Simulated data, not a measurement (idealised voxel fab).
Presented below is a process module, voxel self aligned contacts.
This is section cut - it's 245 nm across, gridded in 5 nm square cells.
Notation: cross-section as square-cell grid; stated in bands, top first, going down; one or more cell rows per band. Heads up on the band format: heights come first, top then bottom, in nm. After that it's the materials left to right, each with its width in nm. A single material flagged "throughout" fills the whole band edge to edge, and "air" means there's empty space there. Heights are expressed relative to 0, this being the level below which the as-received wafer comprises one material exclusively. The lowest band is unbounded in the downward direction and is denoted as in "0 nm and below". Width: "30..40" (first number = top row, second number = bottom row, same change from row to row of cells). Reading "left unchanged" for a step: not a cell of the cross-section changed in it. Voids not open to the top, 8 cells minimum: see "Enclosed cavities". Written width x height at distance; distance is from the left edge; nm. Whatever follows a step's settings on its line is a remark the simulator itself makes about that step. A step line may carry the setting "overlay nm", which, for steps involving a mask, states the distance by which the mask lay to the right of its intended position; negative values denote displacement to the left.
Planned step list for the process
step 1: op RECEIVE | material Si
step 2: op OXIDIZE | depth nm 5
step 3: op DIRECTIONAL_DEP | material polySi | thk nm 30
step 4: op DIRECTIONAL_DEP | material SiN | thk nm 20
step 5: op DIRECTIONAL_DEP | material aC | thk nm 10
step 6: op PATTERN | tone cover | mask id GATE | material resist | width nm 35 | pitch nm 80 | thk nm 30 | overlay nm 0
step 7: op DIRECTIONAL_ETCH | etch materials aC | depth nm 10
step 8: op STRIP | etch materials resist
step 9: op DIRECTIONAL_ETCH | etch materials SiN | depth nm 20
step 10: op DIRECTIONAL_ETCH | etch materials polySi | depth nm 30
step 11: op STRIP | etch materials aC
step 12: op CONFORMAL_DEP | material SiN | thk nm 10
step 13: op DIRECTIONAL_ETCH | etch materials SiN | depth nm 10
step 14: op FILL_DEP | material SiO2 | thk nm 10
step 15: op CMP | height nm 55
step 16: op MASKED_ETCH | tone open | mask id CONTACT | width nm 55 | etch materials SiO2 | depth nm 60 | overlay nm 0
step 17: op CONFORMAL_DEP | material TiN | thk nm 5
step 18: op FILL_DEP | material Ru | thk nm 5
step 19: op CMP | height nm 55
step 20: op CONFORMAL_DEP | material SiN | thk nm 5
This is the cross-section of the wafer as we received it, i.e. after step 1
> 0 nm and below: Si throughout
> Enclosed cavities: none
Look at the cross-section after the module: the wafer started out the way shown above and the plan was the one shown above, yet one mistake was made along the way
> 60 nm to 55 nm: SiN throughout
> 55 nm to 50 nm: 95 of SiO2, 25 of TiN, 10 of Ru, 20 of TiN, 95 of SiO2
> 50 nm to 30 nm: 55 of SiO2, 60 of SiN, 5 of TiN, 10 of Ru, 5 of TiN, 60 of SiN, 50 of SiO2
> 30 nm to 0 nm: 55 of SiO2, 10 of SiN, 40 of polySi, 10 of SiN, 5 of TiN, 10 of Ru, 5 of TiN, 10 of SiN, 40 of polySi, 10 of SiN, 50 of SiO2
> 0 nm to -5 nm: 115 of SiO2, 20 of TiN, 110 of SiO2
> -5 nm and below: Si throughout
> Enclosed cavities: none
Here's what went sideways: step 6 ran with different settings than intended, the actual operation and settings being op PATTERN | tone cover | mask id GATE | material resist | width nm 40 | pitch nm 80 | thk nm 30 | overlay nm 0
